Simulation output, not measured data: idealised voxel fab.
Process module name: voxel wiring stack
Cross-section cut: width 295 nm, square cells of 5 nm.
We lay out every cross-section as a grid of square cells and spell it out in bands from the top down, where one band means one or more rows of cells.
What a band's entry tells you: where the top is and where the bottom is, as heights in nm, and after that what lies inside, material by material from left to right, each with its width in nm. Empty space is written as the word "empty", and a single material marked with the word "edge to edge" occupies the band from edge to edge.
Ref level 0: as-received wafer is one material below here. Bottom band extends down with no lower bound ("top 0, no bottom").
Note: "30->40" means the width goes from the first number (top row of the band) to the second number (bottom row) in equal steps per row of cells.
You'll sometimes find "nothing was modified" written for a step, and that's the way of saying that nowhere in the cross-section did a cell change during that step.
For the entry "Internal closed voids", the listed items are empty spaces with no open way to the top whose size is 8 cells or more; each item follows the pattern width x height at distance, where distance is from the left edge and all three are in nm.
after a step's settings: what the simulator itself notes on the step
overlay nm: step with mask; distance mask lay right of planned place; negative value = left of planned place.

## Process steps - plan
1) RECEIVE | material Si
2) CONFORMAL_DEP | material SiO2 | thk nm 10
3) DIRECTIONAL_DEP | material TiN | thk nm 5
4) DIRECTIONAL_DEP | material Ru | thk nm 20
5) MASKED_ETCH | tone cover | mask id METAL_1 | width nm 30 | pitch nm 50 | etch materials Ru | depth nm 20 | overlay nm 0
6) MASKED_ETCH | tone cover | mask id METAL_1 | width nm 30 | pitch nm 50 | etch materials TiN | depth nm 5 | overlay nm 0
7) FILL_DEP | material SiO2 | thk nm 5
8) CMP | height nm 35
9) CONFORMAL_DEP | material SiCN | thk nm 5
10) DIRECTIONAL_DEP | material lowk | thk nm 25
11) MASKED_ETCH | tone open | mask id METAL_2_HOLES | width nm 15 | pitch nm 50 | etch materials lowk | depth nm 25 | overlay nm 0
12) MASKED_ETCH | tone open | mask id METAL_2 | width nm 30 | pitch nm 50 | etch materials lowk | depth nm 15 | overlay nm 0
13) MASKED_ETCH | tone open | mask id METAL_2 | width nm 30 | pitch nm 50 | etch materials SiCN | depth nm 5 | overlay nm 0
14) CONFORMAL_DEP | material TiN | thk nm 5
15) FILL_DEP | material Ru | thk nm 5
16) CMP | height nm 65
17) CONFORMAL_DEP | material SiCN | thk nm 5
18) DIRECTIONAL_DEP | material SiO2 | thk nm 10
19) MASKED_ETCH | tone open | mask id PLUG_2 | width nm 15 | pitch nm 100 | etch materials SiO2 | depth nm 10 | overlay nm 0
20) MASKED_ETCH | tone open | mask id PLUG_2 | width nm 15 | pitch nm 100 | etch materials SiCN | depth nm 5 | overlay nm 0
21) EPI | material Ru | thk nm 10
22) EPI | material Ru | thk nm 5
23) DIRECTIONAL_DEP | material TiN | thk nm 5
24) DIRECTIONAL_DEP | material W | thk nm 25
25) MASKED_ETCH | tone cover | mask id METAL_3 | width nm 30 | pitch nm 50 | etch materials W | depth nm 25 | overlay nm 0
26) MASKED_ETCH | tone cover | mask id METAL_3 | width nm 30 | pitch nm 50 | etch materials TiN | depth nm 5 | overlay nm 0
27) CONFORMAL_DEP | material SiCN | thk nm 5
28) FILL_DEP | material lowk | thk nm 5
29) CMP | height nm 110
30) CONFORMAL_DEP | material SiCN | thk nm 5
31) DIRECTIONAL_DEP | material SiO2 | thk nm 25
32) DIRECTIONAL_DEP | material aC | thk nm 10
33) PATTERN | tone open | mask id METAL_4 | material resist | width nm 30 | pitch nm 50 | thk nm 25 | overlay nm 0
34) DIRECTIONAL_ETCH | etch materials aC | depth nm 10
35) STRIP | etch materials resist
36) DIRECTIONAL_ETCH | etch materials SiO2 | depth nm 15
37) STRIP | etch materials aC
38) MASKED_ETCH | tone open | mask id METAL_4_HOLES | width nm 15 | pitch nm 50 | etch materials SiO2 | depth nm 10 | overlay nm 0
39) MASKED_ETCH | tone open | mask id METAL_4_HOLES | width nm 15 | pitch nm 50 | etch materials SiCN | depth nm 5 | overlay nm 0
40) CONFORMAL_DEP | material TiN | thk nm 5
41) FILL_DEP | material Cu | thk nm 10
42) CMP | height nm 140
43) CONFORMAL_DEP | material SiN | thk nm 5

## Step 1 complete: cross-section of the wafer as received
- top 0, no bottom = Si edge to edge
- Internal closed voids: none

## Here's the cross-section of the first of our two wafers at the end of the module - it ran as planned
- top 145, bottom 140 = SiN edge to edge
- top 140, bottom 130 = 55 of SiO2  5 of TiN  20 of Cu  5 of TiN  20 of SiO2  5 of TiN  20 of Cu  5 of TiN  20 of SiO2  5 of TiN  20 of Cu  5 of TiN  20 of SiO2  5 of TiN  20 of Cu  5 of TiN  60 of SiO2
- top 130, bottom 125 = 55 of SiO2  5 of TiN  5 of Cu  20 of TiN  20 of SiO2  5 of TiN  5 of Cu  20 of TiN  20 of SiO2  5 of TiN  5 of Cu  20 of TiN  20 of SiO2  5 of TiN  5 of Cu  20 of TiN  60 of SiO2
- top 125, bottom 115 = 55 of SiO2  5 of TiN  5 of Cu  5 of TiN  35 of SiO2  5 of TiN  5 of Cu  5 of TiN  35 of SiO2  5 of TiN  5 of Cu  5 of TiN  35 of SiO2  5 of TiN  5 of Cu  5 of TiN  75 of SiO2
- top 115, bottom 110 = 55 of SiCN  15 of TiN  35 of SiCN  15 of TiN  35 of SiCN  15 of TiN  35 of SiCN  15 of TiN  75 of SiCN
- top 110, bottom 85 = 50 of lowk  5 of SiCN  30 of W  5 of SiCN  10 of lowk  5 of SiCN  30 of W  5 of SiCN  10 of lowk  5 of SiCN  30 of W  5 of SiCN  10 of lowk  5 of SiCN  30 of W  5 of SiCN  55 of lowk
- top 85, bottom 80 = 55 of SiCN  30 of TiN  20 of SiCN  30 of TiN  20 of SiCN  30 of TiN  20 of SiCN  30 of TiN  60 of SiCN
- top 80, bottom 70 = 55 of SiO2  15 of Ru  85 of SiO2  15 of Ru  125 of SiO2
- top 70, bottom 65 = 55 of SiCN  15 of Ru  85 of SiCN  15 of Ru  125 of SiCN
- top 65, bottom 55 = 55 of lowk  5 of TiN  20 of Ru  5 of TiN  20 of lowk  5 of TiN  20 of Ru  5 of TiN  20 of lowk  5 of TiN  20 of Ru  5 of TiN  20 of lowk  5 of TiN  20 of Ru  5 of TiN  60 of lowk
- top 55, bottom 50 = 55 of lowk  5 of TiN  5 of Ru  20 of TiN  20 of lowk  5 of TiN  5 of Ru  20 of TiN  20 of lowk  5 of TiN  5 of Ru  20 of TiN  20 of lowk  5 of TiN  5 of Ru  20 of TiN  60 of lowk
- top 50, bottom 40 = 55 of lowk  5 of TiN  5 of Ru  5 of TiN  35 of lowk  5 of TiN  5 of Ru  5 of TiN  35 of lowk  5 of TiN  5 of Ru  5 of TiN  35 of lowk  5 of TiN  5 of Ru  5 of TiN  75 of lowk
- top 40, bottom 35 = 55 of SiCN  15 of TiN  35 of SiCN  15 of TiN  35 of SiCN  15 of TiN  35 of SiCN  15 of TiN  75 of SiCN
- top 35, bottom 15 = 55 of SiO2  30 of Ru  20 of SiO2  30 of Ru  20 of SiO2  30 of Ru  20 of SiO2  30 of Ru  60 of SiO2
- top 15, bottom 10 = 55 of SiO2  30 of TiN  20 of SiO2  30 of TiN  20 of SiO2  30 of TiN  20 of SiO2  30 of TiN  60 of SiO2
- top 10, bottom 0 = SiO2 edge to edge
- top 0, no bottom = Si edge to edge
- Internal closed voids: none

## End of module, second wafer, cross-section. Started like the first, planned like the first, run with one mistake
- top 145, bottom 140 = SiN edge to edge
- top 140, bottom 130 = 55 of SiO2  5 of TiN  20 of Cu  5 of TiN  20 of SiO2  5 of TiN  20 of Cu  5 of TiN  20 of SiO2  5 of TiN  20 of Cu  5 of TiN  20 of SiO2  5 of TiN  20 of Cu  5 of TiN  60 of SiO2
- top 130, bottom 125 = 55 of SiO2  5 of TiN  5 of Cu  20 of TiN  20 of SiO2  5 of TiN  5 of Cu  20 of TiN  20 of SiO2  5 of TiN  5 of Cu  20 of TiN  20 of SiO2  5 of TiN  5 of Cu  20 of TiN  60 of SiO2
- top 125, bottom 115 = 55 of SiO2  5 of TiN  5 of Cu  5 of TiN  35 of SiO2  5 of TiN  5 of Cu  5 of TiN  35 of SiO2  5 of TiN  5 of Cu  5 of TiN  35 of SiO2  5 of TiN  5 of Cu  5 of TiN  75 of SiO2
- top 115, bottom 110 = 55 of SiCN  15 of TiN  35 of SiCN  15 of TiN  35 of SiCN  15 of TiN  35 of SiCN  15 of TiN  75 of SiCN
- top 110, bottom 100 = 65->50 of lowk  5->20 of SiCN  15 of W  5 of SiCN  10 of lowk  5 of SiCN  30 of W  5 of SiCN  25->10 of lowk  5->20 of SiCN  15 of W  5 of SiCN  10 of lowk  5 of SiCN  30 of W  5 of SiCN  55 of lowk
- top 100, bottom 85 = 50 of lowk  5 of SiCN  30 of W  5 of SiCN  10 of lowk  5 of SiCN  30 of W  5 of SiCN  10 of lowk  5 of SiCN  30 of W  5 of SiCN  10 of lowk  5 of SiCN  30 of W  5 of SiCN  55 of lowk
- top 85, bottom 80 = 55 of SiCN  15 of W  15 of TiN  20 of SiCN  30 of TiN  20 of SiCN  15 of W  15 of TiN  20 of SiCN  30 of TiN  60 of SiCN
- top 80, bottom 75 = 55 of SiO2  15 of W  85 of SiO2  15 of W  125 of SiO2
- top 75, bottom 70 = 55 of SiO2  15 of TiN  85 of SiO2  15 of TiN  125 of SiO2
- top 70, bottom 65 = aC edge to edge
- top 65, bottom 55 = 55 of lowk  5 of TiN  20 of Ru  5 of TiN  20 of lowk  5 of TiN  20 of Ru  5 of TiN  20 of lowk  5 of TiN  20 of Ru  5 of TiN  20 of lowk  5 of TiN  20 of Ru  5 of TiN  60 of lowk
- top 55, bottom 50 = 55 of lowk  5 of TiN  5 of Ru  20 of TiN  20 of lowk  5 of TiN  5 of Ru  20 of TiN  20 of lowk  5 of TiN  5 of Ru  20 of TiN  20 of lowk  5 of TiN  5 of Ru  20 of TiN  60 of lowk
- top 50, bottom 40 = 55 of lowk  5 of TiN  5 of Ru  5 of TiN  35 of lowk  5 of TiN  5 of Ru  5 of TiN  35 of lowk  5 of TiN  5 of Ru  5 of TiN  35 of lowk  5 of TiN  5 of Ru  5 of TiN  75 of lowk
- top 40, bottom 35 = 55 of SiCN  15 of TiN  35 of SiCN  15 of TiN  35 of SiCN  15 of TiN  35 of SiCN  15 of TiN  75 of SiCN
- top 35, bottom 15 = 55 of SiO2  30 of Ru  20 of SiO2  30 of Ru  20 of SiO2  30 of Ru  20 of SiO2  30 of Ru  60 of SiO2
- top 15, bottom 10 = 55 of SiO2  30 of TiN  20 of SiO2  30 of TiN  20 of SiO2  30 of TiN  20 of SiO2  30 of TiN  60 of SiO2
- top 10, bottom 0 = SiO2 edge to edge
- top 0, no bottom = Si edge to edge
- Internal closed voids: none
Finding, execution versus plan: planned and actual differ for step 17; actual: CONFORMAL_DEP | material aC | thk nm 5
Bottom line after processing is that, in cells, the second wafer is up or down on some materials versus the first: 18 fewer of Ru; 47 fewer of SiCN; 59 more of aC; 6 more of lowk
